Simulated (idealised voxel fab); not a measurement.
Presented below is a process module, voxel ribs on slabs.
For reference, the cross-section in this document is cut, with width 150 nm and square cells of 5 nm.
In what follows, cross-sections appear as grids of square cells, described through bands that run from the top down, where every band is one or more rows of cells. Within each band entry, the heights of the top and of the bottom of the band appear first, in that order and in nm; the materials of the band then follow from left to right, each with its corresponding width in nm. The designation "all across" on a single material indicates that it fills the band from edge to edge; the designation "empty" indicates empty space. Below 0: as-received wafer, all one material; heights counted from there. Lowest band: no bottom, goes on down, written "z 0 and below". The expression "30 to 40" gives the width at the extremes of the band, the first number at its top row of cells and the second at its bottom row, with the width changing by equal amounts from each row to the next in between. A step reported as "nothing different" is a step in which no cell of the cross-section changed. What "Sealed void inventory" gives you is every empty space of 8 cells or more that is cut off from the top. Each appears as width x height at distance, with the distance taken from the left edge and width, height and distance all in nm. Formally, on a step line, whatever follows the settings is a remark that the simulator itself makes on the step. When a step includes a mask, the "overlay nm" setting on its line states how far to the right of its planned place that mask lay, and negative values state how far to the left.
PLANNED STEP LIST FOR THE PROCESS
1 RECEIVE,material Si
2 DIRECTIONAL_DEP,material SiO2,thk nm 30
3 DIRECTIONAL_DEP,material polySi,thk nm 20
4 DIRECTIONAL_DEP,material aC,thk nm 15
5 PATTERN,tone cover,mask id RIB,material resist,width nm 30,thk nm 30,overlay nm 0
6 DIRECTIONAL_ETCH,etch materials aC,depth nm 15
7 STRIP,etch materials resist
8 DIRECTIONAL_ETCH,etch materials polySi,depth nm 15
9 STRIP,etch materials aC
10 DIRECTIONAL_DEP,material aC,thk nm 10
11 PATTERN,tone cover,mask id SLAB,material resist,width nm 90,thk nm 25,overlay nm 0
12 DIRECTIONAL_ETCH,etch materials aC,depth nm 10
13 STRIP,etch materials resist
14 DIRECTIONAL_ETCH,etch materials polySi,depth nm 5
15 STRIP,etch materials aC
16 FILL_DEP,material SiO2,thk nm 25
17 CMP,height nm 65
18 DIRECTIONAL_DEP,material W,thk nm 5
19 PATTERN,tone cover,mask id HEATER,material resist,width nm 40,thk nm 15,overlay nm 0
20 DIRECTIONAL_ETCH,etch materials W,depth nm 5
21 STRIP,etch materials resist
22 CONFORMAL_DEP,material SiN,thk nm 10
CROSS-SECTIONAL VIEW OF THE WAFER IN ITS AS-RECEIVED CONDITION, CORRESPONDING TO THE STATE AFTER STEP 1
> z 0 and below: Si all across
> Sealed void inventory: none
CROSS-SECTION: FIRST OF TWO WAFERS, MODULE FINISHED, RUN ACCORDING TO PLAN
> z 80 to 75: 45 nm empty | 60 nm SiN | 45 nm empty
> z 75 to 70: SiN all across
> z 70 to 65: 55 nm SiN | 40 nm W | 55 nm SiN
> z 65 to 50: SiO2 all across
> z 50 to 35: 60 nm SiO2 | 30 nm polySi | 60 nm SiO2
> z 35 to 30: 30 nm SiO2 | 90 nm polySi | 30 nm SiO2
> z 30 to 0: SiO2 all across
> z 0 and below: Si all across
> Sealed void inventory: none
CROSS-SECTION, WAFER TWO OF TWO, END OF MODULE: SAME START AND PLAN AS WAFER ONE, ONE ERROR IN EXECUTION
> z 80 to 75: 45 nm empty | 60 nm SiN | 45 nm empty
> z 75 to 70: SiN all across
> z 70 to 65: 55 nm SiN | 40 nm W | 55 nm SiN
> z 65 to 20: SiO2 all across
> z 20 to 0: polySi all across
> z 0 and below: Si all across
> Sealed void inventory: none
Run error: mixed up steps 2 and 3 - ran each in the other's place
Once processing is complete, comparing cell counts shows that the second wafer has more or fewer of certain materials than the first: 84 fewer of SiO2 | 84 more of polySi
